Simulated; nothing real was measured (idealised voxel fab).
This section sets out a process module, namely voxel fin reveal.
Cross-sectional view cut (width: 265 nm; square cell size: 5 nm).
If you're reading a cross-section in this doc, picture square cells in a grid; it comes to you as bands, top ones listed first down to the bottom, and a band can be one or more rows of cells.
Heads up on the band format: heights come first, top then bottom, in nm. After that it's the materials left to right, each with its width in nm. A single material flagged "full width" fills the whole band edge to edge, and "empty" means there's empty space there.
Beneath 0, the wafer as received is one material, and that level is where height counting begins. The lowest band goes on downward without a bottom; it is written like "0..down".
Width: "30 to 40" (first number = top row, second number = bottom row, same change from row to row of cells).
Any step labelled "no alterations made" changed none of the cells in the cross-section.
This entry, "Catalogued sealed voids", enumerates those empty regions of no fewer than 8 cells that possess no open connection to the top. Each region is reported in the form width x height at distance, the distance being taken from the left edge, with all three quantities expressed in nm.
If you see something after the settings on a step's line, that's the simulator's own remark about that step.
When a step includes a mask, the "overlay nm" setting on its line states how far to the right of its planned place that mask lay, and negative values state how far to the left.
**Steps in the process plan**
- 1: RECEIVE [material Si]
- 2: CONFORMAL_DEP [material SiN] [thk nm 5]
- 3: PATTERN [tone cover] [mask id FINS] [material resist] [width nm 15] [pitch nm 45] [thk nm 15] [overlay nm 0]
- 4: DIRECTIONAL_ETCH [etch materials SiN] [depth nm 5]
- 5: DIRECTIONAL_ETCH [etch materials Si] [depth nm 30]
- 6: STRIP [etch materials resist]
- 7: OXIDIZE [depth nm 5]
- 8: FILL_DEP [material SiO2] [thk nm 15]
- 9: CMP [height nm 5]
- 10: SELECTIVE_ETCH [etch materials SiO2] [depth nm 15]
- 11: STRIP [etch materials SiN]
- 12: CONFORMAL_DEP [material SiO2] [thk nm 5]
**As-received wafer cross-section (after step 1)**
* 0..down = Si full width
* Catalogued sealed voids: none
**Wafer at module end, in section. Began as above, planned as above, run with one mistake**
* 0..-10 = empty=60, then Si=5, then empty=40, then Si=5, then empty=40, then Si=5, then empty=40, then Si=5, then empty=65
* -10..-35 = SiO2=60, then Si=5, then SiO2=40, then Si=5, then SiO2=40, then Si=5, then SiO2=40, then Si=5, then SiO2=65
* -35..down = Si full width
* Catalogued sealed voids: none
Nonconformance to the process plan: step 12 of the plan was bypassed and not carried out
